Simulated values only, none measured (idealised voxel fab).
Process module, titled voxel self aligned contacts
Square cell edge 5 nm, section width 300 nm, ID cut.
For the purposes of this document, a cross-section shall be understood as a grid of square cells, specified as bands listed in top-to-bottom order, each band consisting of one or more rows of cells. Band: top and bottom heights (nm) first, top before bottom; then materials from left to right, widths in nm. "throughout" marks a sole material filling the band edge to edge. "blank" denotes empty space. Convention: height 0 is the level below which the wafer, as received, is all one material. The lowest band does not terminate at the bottom but continues downward, represented as "z 0 and below". So if you see something like "30..40" for the width, read it as the top row of the band sitting at the first number and the bottom row at the second, with every row in between moving by the same amount as the last. Where a step carries "remains unaltered", the cross-section came out of it unchanged, cell for cell. Unvented cavities: empty space of 8 cells or more with no open way to the top, each as width x height at its distance from the left edge, in nm. Text after the settings on a step's line: the simulator's own remark on that step. Each step line may optionally specify "overlay nm", which for a step with a mask gives the rightward distance between the mask's planned place and where it lay, a negative value indicating the leftward direction.
INTENDED PROCESS STEPS
1. op RECEIVE | material Si
2. op OXIDIZE | depth nm 5
3. op DIRECTIONAL_DEP | material polySi | thk nm 25
4. op DIRECTIONAL_DEP | material SiN | thk nm 25
5. op MASKED_ETCH | tone cover | mask id GATE | width nm 30 | pitch nm 75 | etch materials SiN | depth nm 25 | overlay nm 0
6. op MASKED_ETCH | tone cover | mask id GATE | width nm 30 | pitch nm 75 | etch materials polySi | depth nm 25 | overlay nm 0
7. op CONFORMAL_DEP | material SiN | thk nm 10
8. op DIRECTIONAL_ETCH | etch materials SiN | depth nm 10
9. op FILL_DEP | material SiO2 | thk nm 15
10. op CMP | height nm 55
11. op PATTERN | tone open | mask id CONTACT | material resist | width nm 55 | pitch nm 75 | thk nm 15 | overlay nm 0
12. op DIRECTIONAL_ETCH | etch materials SiO2 | depth nm 60
13. op STRIP | etch materials resist
14. op CONFORMAL_DEP | material TiN | thk nm 5
15. op FILL_DEP | material W | thk nm 5
16. op CMP | height nm 55
17. op CONFORMAL_DEP | material SiN | thk nm 5
FIRST OF THE TWO WAFERS, RUN PER PLAN
RECEIVED-STATE CROSS-SECTION, REFLECTING COMPLETION OF STEP 1
	z 0 and below: Si throughout
	Unvented cavities: none
CROSS-SECTION OF THE WAFER AFTER STEP 2
	z 0 to -5: SiO2 throughout
	Everything below -5 is unchanged.
CROSS-SECTION OF THE WAFER AFTER STEP 3
	z 25 to 0: polySi throughout
	Everything below 0 is unchanged.
CROSS-SECTION OF THE WAFER AFTER STEP 4
	z 50 to 25: SiN throughout
	Everything below 25 is unchanged.
CROSS-SECTION OF THE WAFER AFTER STEP 5
	z 50 to 25: blank (60) | SiN (30) | blank (45) | SiN (30) | blank (45) | SiN (30) | blank (60)
	Everything below 25 is unchanged.
CROSS-SECTION OF THE WAFER AFTER STEP 6
	z 50 to 25: blank (60) | SiN (30) | blank (45) | SiN (30) | blank (45) | SiN (30) | blank (60)
	z 25 to 0: blank (60) | polySi (30) | blank (45) | polySi (30) | blank (45) | polySi (30) | blank (60)
	Everything below 0 is unchanged.
CROSS-SECTION OF THE WAFER AFTER STEP 7
	z 60 to 25: blank (50) | SiN (50) | blank (25) | SiN (50) | blank (25) | SiN (50) | blank (50)
	z 25 to 10: blank (50) | SiN (10) | polySi (30) | SiN (10) | blank (25) | SiN (10) | polySi (30) | SiN (10) | blank (25) | SiN (10) | polySi (30) | SiN (10) | blank (50)
	z 10 to 0: SiN (60) | polySi (30) | SiN (45) | polySi (30) | SiN (45) | polySi (30) | SiN (60)
	Everything below 0 is unchanged.
CROSS-SECTION OF THE WAFER AFTER STEP 8
	z 50 to 25: blank (50) | SiN (50) | blank (25) | SiN (50) | blank (25) | SiN (50) | blank (50)
	z 25 to 0: blank (50) | SiN (10) | polySi (30) | SiN (10) | blank (25) | SiN (10) | polySi (30) | SiN (10) | blank (25) | SiN (10) | polySi (30) | SiN (10) | blank (50)
	Everything below 0 is unchanged.
CROSS-SECTION OF THE WAFER AFTER STEP 9
	z 65 to 50: SiO2 throughout
	z 50 to 25: SiO2 (50) | SiN (50) | SiO2 (25) | SiN (50) | SiO2 (25) | SiN (50) | SiO2 (50)
	z 25 to 0: SiO2 (50) | SiN (10) | polySi (30) | SiN (10) | SiO2 (25) | SiN (10) | polySi (30) | SiN (10) | SiO2 (25) | SiN (10) | polySi (30) | SiN (10) | SiO2 (50)
	Everything below 0 is unchanged.
CROSS-SECTION OF THE WAFER AFTER STEP 10
	z 55 to 50: SiO2 throughout
	Everything below 50 is unchanged.
CROSS-SECTION OF THE WAFER AFTER STEP 11
	z 70 to 55: resist (85) | blank (55) | resist (20) | blank (55) | resist (85)
	Everything below 55 is unchanged.
CROSS-SECTION OF THE WAFER AFTER STEP 12
	z 70 to 55: resist (85) | blank (55) | resist (20) | blank (55) | resist (85)
	z 55 to 50: SiO2 (85) | blank (55) | SiO2 (20) | blank (55) | SiO2 (85)
	z 50 to 25: SiO2 (50) | SiN (50) | blank (25) | SiN (50) | blank (25) | SiN (50) | SiO2 (50)
	z 25 to 0: SiO2 (50) | SiN (10) | polySi (30) | SiN (10) | blank (25) | SiN (10) | polySi (30) | SiN (10) | blank (25) | SiN (10) | polySi (30) | SiN (10) | SiO2 (50)
	z 0 to -5: SiO2 (100) | blank (25) | SiO2 (50) | blank (25) | SiO2 (100)
	Everything below -5 is unchanged.
CROSS-SECTION OF THE WAFER AFTER STEP 13
	z 55 to 50: SiO2 (85) | blank (55) | SiO2 (20) | blank (55) | SiO2 (85)
	Everything below 50 is unchanged.
CROSS-SECTION OF THE WAFER AFTER STEP 14
	z 60 to 55: TiN (90) | blank (45) | TiN (30) | blank (45) | TiN (90)
	z 55 to 50: SiO2 (85) | TiN (20) | blank (15) | TiN (20) | SiO2 (20) | TiN (20) | blank (15) | TiN (20) | SiO2 (85)
	z 50 to 25: SiO2 (50) | SiN (50) | TiN (5) | blank (15) | TiN (5) | SiN (50) | TiN (5) | blank (15) | TiN (5) | SiN (50) | SiO2 (50)
	z 25 to 0: SiO2 (50) | SiN (10) | polySi (30) | SiN (10) | TiN (5) | blank (15) | TiN (5) | SiN (10) | polySi (30) | SiN (10) | TiN (5) | blank (15) | TiN (5) | SiN (10) | polySi (30) | SiN (10) | SiO2 (50)
	z 0 to -5: SiO2 (100) | TiN (25) | SiO2 (50) | TiN (25) | SiO2 (100)
	Everything below -5 is unchanged.
CROSS-SECTION OF THE WAFER AFTER STEP 15
	z 65 to 60: W throughout
	z 60 to 55: TiN (90) | W (45) | TiN (30) | W (45) | TiN (90)
	z 55 to 50: SiO2 (85) | TiN (20) | W (15) | TiN (20) | SiO2 (20) | TiN (20) | W (15) | TiN (20) | SiO2 (85)
	z 50 to 25: SiO2 (50) | SiN (50) | TiN (5) | W (15) | TiN (5) | SiN (50) | TiN (5) | W (15) | TiN (5) | SiN (50) | SiO2 (50)
	z 25 to 0: SiO2 (50) | SiN (10) | polySi (30) | SiN (10) | TiN (5) | W (15) | TiN (5) | SiN (10) | polySi (30) | SiN (10) | TiN (5) | W (15) | TiN (5) | SiN (10) | polySi (30) | SiN (10) | SiO2 (50)
	Everything below 0 is unchanged.
CROSS-SECTION OF THE WAFER AFTER STEP 16
	z 55 to 50: SiO2 (85) | TiN (20) | W (15) | TiN (20) | SiO2 (20) | TiN (20) | W (15) | TiN (20) | SiO2 (85)
	Everything below 50 is unchanged.
CROSS-SECTION OF THE WAFER AFTER STEP 17
	z 60 to 55: SiN throughout
	Everything below 55 is unchanged.
FOR THE SECOND WAFER, TAKE THE FIRST WAFER'S START AND PLAN, THEN ADD ONE MISTAKE MADE IN RUNNING IT; EVERYTHING THROUGH STEP 6, THAT STEP INCLUDED, IS SHARED WITH THE FIRST
CROSS-SECTION: SECOND WAFER, TIME AT WHICH STEP 7 WAS SCHEDULED TO END
	z 60 to 50: blank (50) | W (50) | blank (25) | W (50) | blank (25) | W (50) | blank (50)
	z 50 to 25: blank (50) | W (10) | SiN (30) | W (10) | blank (25) | W (10) | SiN (30) | W (10) | blank (25) | W (10) | SiN (30) | W (10) | blank (50)
	z 25 to 10: blank (50) | W (10) | polySi (30) | W (10) | blank (25) | W (10) | polySi (30) | W (10) | blank (25) | W (10) | polySi (30) | W (10) | blank (50)
	z 10 to 0: W (60) | polySi (30) | W (45) | polySi (30) | W (45) | polySi (30) | W (60)
	Everything below 0 is unchanged.
Cross-section: second wafer, time at which step 8 was scheduled to end: remains unaltered
CROSS-SECTION: SECOND WAFER, TIME AT WHICH STEP 9 WAS SCHEDULED TO END
	z 75 to 60: SiO2 throughout
	z 60 to 50: SiO2 (50) | W (50) | SiO2 (25) | W (50) | SiO2 (25) | W (50) | SiO2 (50)
	z 50 to 25: SiO2 (50) | W (10) | SiN (30) | W (10) | SiO2 (25) | W (10) | SiN (30) | W (10) | SiO2 (25) | W (10) | SiN (30) | W (10) | SiO2 (50)
	z 25 to 10: SiO2 (50) | W (10) | polySi (30) | W (10) | SiO2 (25) | W (10) | polySi (30) | W (10) | SiO2 (25) | W (10) | polySi (30) | W (10) | SiO2 (50)
	Everything below 10 is unchanged.
CROSS-SECTION: SECOND WAFER, TIME AT WHICH STEP 10 WAS SCHEDULED TO END
	z 55 to 50: SiO2 (50) | W (50) | SiO2 (25) | W (50) | SiO2 (25) | W (50) | SiO2 (50)
	Everything below 50 is unchanged.
CROSS-SECTION: SECOND WAFER, TIME AT WHICH STEP 11 WAS SCHEDULED TO END
	z 70 to 55: resist (85) | blank (55) | resist (20) | blank (55) | resist (85)
	Everything below 55 is unchanged.
CROSS-SECTION: SECOND WAFER, TIME AT WHICH STEP 12 WAS SCHEDULED TO END
	z 70 to 55: resist (85) | blank (55) | resist (20) | blank (55) | resist (85)
	z 55 to 50: SiO2 (50) | W (50) | blank (25) | W (50) | blank (25) | W (50) | SiO2 (50)
	z 50 to 25: SiO2 (50) | W (10) | SiN (30) | W (10) | blank (25) | W (10) | SiN (30) | W (10) | blank (25) | W (10) | SiN (30) | W (10) | SiO2 (50)
	z 25 to 10: SiO2 (50) | W (10) | polySi (30) | W (10) | blank (25) | W (10) | polySi (30) | W (10) | blank (25) | W (10) | polySi (30) | W (10) | SiO2 (50)
	Everything below 10 is unchanged.
CROSS-SECTION: SECOND WAFER, TIME AT WHICH STEP 13 WAS SCHEDULED TO END
	z 55 to 50: SiO2 (50) | W (50) | blank (25) | W (50) | blank (25) | W (50) | SiO2 (50)
	Everything below 50 is unchanged.
CROSS-SECTION: SECOND WAFER, TIME AT WHICH STEP 14 WAS SCHEDULED TO END
	z 60 to 55: TiN (105) | blank (15) | TiN (60) | blank (15) | TiN (105)
	z 55 to 50: SiO2 (50) | W (50) | TiN (5) | blank (15) | TiN (5) | W (50) | TiN (5) | blank (15) | TiN (5) | W (50) | SiO2 (50)
	z 50 to 25: SiO2 (50) | W (10) | SiN (30) | W (10) | TiN (5) | blank (15) | TiN (5) | W (10) | SiN (30) | W (10) | TiN (5) | blank (15) | TiN (5) | W (10) | SiN (30) | W (10) | SiO2 (50)
	z 25 to 15: SiO2 (50) | W (10) | polySi (30) | W (10) | TiN (5) | blank (15) | TiN (5) | W (10) | polySi (30) | W (10) | TiN (5) | blank (15) | TiN (5) | W (10) | polySi (30) | W (10) | SiO2 (50)
	z 15 to 10: SiO2 (50) | W (10) | polySi (30) | W (10) | TiN (25) | W (10) | polySi (30) | W (10) | TiN (25) | W (10) | polySi (30) | W (10) | SiO2 (50)
	Everything below 10 is unchanged.
CROSS-SECTION: SECOND WAFER, TIME AT WHICH STEP 15 WAS SCHEDULED TO END
	z 65 to 60: W throughout
	z 60 to 55: TiN (105) | W (15) | TiN (60) | W (15) | TiN (105)
	z 55 to 50: SiO2 (50) | W (50) | TiN (5) | W (15) | TiN (5) | W (50) | TiN (5) | W (15) | TiN (5) | W (50) | SiO2 (50)
	z 50 to 25: SiO2 (50) | W (10) | SiN (30) | W (10) | TiN (5) | W (15) | TiN (5) | W (10) | SiN (30) | W (10) | TiN (5) | W (15) | TiN (5) | W (10) | SiN (30) | W (10) | SiO2 (50)
	z 25 to 15: SiO2 (50) | W (10) | polySi (30) | W (10) | TiN (5) | W (15) | TiN (5) | W (10) | polySi (30) | W (10) | TiN (5) | W (15) | TiN (5) | W (10) | polySi (30) | W (10) | SiO2 (50)
	Everything below 15 is unchanged.
CROSS-SECTION: SECOND WAFER, TIME AT WHICH STEP 16 WAS SCHEDULED TO END
	z 55 to 50: SiO2 (50) | W (50) | TiN (5) | W (15) | TiN (5) | W (50) | TiN (5) | W (15) | TiN (5) | W (50) | SiO2 (50)
	Everything below 50 is unchanged.
CROSS-SECTION: SECOND WAFER, TIME AT WHICH STEP 17 WAS SCHEDULED TO END
	z 60 to 55: SiN throughout
	Everything below 55 is unchanged.
Where did the run depart from the plan? step 7 off recipe, ran as op CONFORMAL_DEP | material W | thk nm 10
Heads up, by the end the second wafer has more or fewer cells of some materials compared to the first: SiN: 120 fewer | SiO2: 48 fewer | TiN: 24 fewer | W: 192 more
